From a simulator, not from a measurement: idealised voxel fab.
Presented below is a process module, voxel capacitor over wiring.
Square cell edge 5 nm, section width 250 nm, ID cut.
Cross-sections here: square-cell grids, written as top-down lists of bands, a band being one or more rows of cells. Heights first: top, then bottom, in nm. Then materials, left to right, each with a width in nm. "edge to edge" on a single material: fills the band edge to edge. "air": empty space. Heads up on the height convention: 0 is the point under which the incoming wafer is all one material, and the lowest band has no bottom, it just keeps going down, like "top 0, no bottom". Graded width ("30 to 40"): value in top row of band = first number; value in bottom row = second number; row-to-row change constant. Basically "same as before" means that step didn't change any cell in the cross-section. Any empty space of 8 cells or more lacking an open way to the top shows up in "closed voids" as width x height at distance, distance from the left edge, in nm. Whatever follows a step's settings on its line is a remark the simulator itself makes about that step. overlay nm: mask offset rightward from planned place, masked step; negative means leftward offset.

Steps in the process plan:
- 1: RECEIVE: material Si
- 2: CONFORMAL_DEP: material SiO2, thk nm 10
- 3: DIRECTIONAL_DEP: material TiN, thk nm 5
- 4: DIRECTIONAL_DEP: material Ru, thk nm 25
- 5: PATTERN: tone cover, mask id METAL_1, material resist, width nm 30, pitch nm 80, thk nm 20, overlay nm 0
- 6: DIRECTIONAL_ETCH: etch materials Ru, depth nm 25
- 7: DIRECTIONAL_ETCH: etch materials TiN, depth nm 5
- 8: STRIP: etch materials resist
- 9: CONFORMAL_DEP: material SiN, thk nm 5
- 10: FILL_DEP: material SiO2, thk nm 10
- 11: CMP: height nm 40
- 12: CONFORMAL_DEP: material SiCN, thk nm 5
- 13: DIRECTIONAL_DEP: material SiO2, thk nm 15
- 14: PATTERN: tone open, mask id PLUG_1, material resist, width nm 15, thk nm 20, overlay nm 0
- 15: DIRECTIONAL_ETCH: etch materials SiO2, depth nm 15
- 16: DIRECTIONAL_ETCH: etch materials SiCN, depth nm 5
- 17: STRIP: etch materials resist
- 18: CONFORMAL_DEP: material TiN, thk nm 5
- 19: FILL_DEP: material Cu, thk nm 5
- 20: CMP: height nm 60
- 21: DIRECTIONAL_DEP: material TiN, thk nm 5
- 22: DIRECTIONAL_DEP: material SiN, thk nm 5
- 23: DIRECTIONAL_DEP: material TiN, thk nm 10
- 24: PATTERN: tone cover, mask id UPPER_PLATE, material resist, width nm 55, thk nm 20, overlay nm 0
- 25: DIRECTIONAL_ETCH: etch materials TiN, depth nm 10
- 26: DIRECTIONAL_ETCH: etch materials SiN, depth nm 5
- 27: STRIP: etch materials resist
- 28: PATTERN: tone cover, mask id LOWER_PLATE, material resist, width nm 65, thk nm 15, overlay nm 0
- 29: DIRECTIONAL_ETCH: etch materials TiN, depth nm 5
- 30: STRIP: etch materials resist
- 31: FILL_DEP: material SiO2, thk nm 20
- 32: CMP: height nm 95
- 33: DIRECTIONAL_DEP: material aC, thk nm 15
- 34: PATTERN: tone open, mask id PLUG_2, material resist, width nm 15, thk nm 35, overlay nm 0
- 35: DIRECTIONAL_ETCH: etch materials aC, depth nm 15
- 36: STRIP: etch materials resist
- 37: DIRECTIONAL_ETCH: etch materials SiO2, depth nm 15
- 38: STRIP: etch materials aC
- 39: CONFORMAL_DEP: material TiN, thk nm 5
- 40: FILL_DEP: material W, thk nm 10
- 41: CMP: height nm 95
- 42: CONFORMAL_DEP: material SiN, thk nm 5

As received, after step 1:
- top 0, no bottom: Si edge to edge
- closed voids: none

Sectioned view, first of two wafers, at the close of the module, processed as intended in the plan:
- top 100, bottom 95: SiN edge to edge
- top 95, bottom 85: SiO2 (95), then TiN (5), then W (5), then TiN (5), then SiO2 (140)
- top 85, bottom 80: SiO2 (95), then TiN (15), then SiO2 (140)
- top 80, bottom 70: SiO2 (85), then TiN (55), then SiO2 (110)
- top 70, bottom 65: SiO2 (85), then SiN (55), then SiO2 (110)
- top 65, bottom 60: SiO2 (80), then TiN (65), then SiO2 (105)
- top 60, bottom 45: SiO2 (85), then TiN (5), then Cu (5), then TiN (5), then SiO2 (150)
- top 45, bottom 40: SiCN (85), then TiN (15), then SiCN (150)
- top 40, bottom 15: SiO2 (65), then SiN (5), then Ru (30), then SiN (5), then SiO2 (40), then SiN (5), then Ru (30), then SiN (5), then SiO2 (65)
- top 15, bottom 10: SiN (70), then TiN (30), then SiN (50), then TiN (30), then SiN (70)
- top 10, bottom 0: SiO2 edge to edge
- top 0, no bottom: Si edge to edge
- closed voids: none

What the second wafer looks like in cross-section once the module is done. Its start and its plan matched the first wafer's exactly; what differed was one mistake in how it was run:
- top 100, bottom 95: SiN edge to edge
- top 95, bottom 85: SiO2 (95), then TiN (5), then W (5), then TiN (5), then SiO2 (140)
- top 85, bottom 80: SiO2 (95), then TiN (15), then SiO2 (140)
- top 80, bottom 70: SiO2 (85), then TiN (55), then SiO2 (110)
- top 70, bottom 65: SiO2 (85), then SiN (55), then SiO2 (110)
- top 65, bottom 60: SiO2 (80), then TiN (65), then SiO2 (105)
- top 60, bottom 45: SiO2 (85), then TiN (5), then Cu (5), then TiN (5), then SiO2 (150)
- top 45, bottom 40: SiCN (85), then TiN (15), then SiCN (150)
- top 40, bottom 15: Ru (70), then SiN (5), then SiO2 (20), then SiN (5), then Ru (50), then SiN (5), then SiO2 (20), then SiN (5), then Ru (70)
- top 15, bottom 10: TiN (70), then SiN (30), then TiN (50), then SiN (30), then TiN (70)
- top 10, bottom 0: SiO2 edge to edge
- top 0, no bottom: Si edge to edge
- closed voids: none
Want to know what went wrong? step 5 did not use the planned setting and instead ran as PATTERN: tone open, mask id METAL_1, material resist, width nm 30, pitch nm 80, thk nm 20, overlay nm 0
Final difference in cells, second wafer against first, listed per material as more or fewer: 130 more of Ru | 26 fewer of SiN | 130 fewer of SiO2 | 26 more of TiN
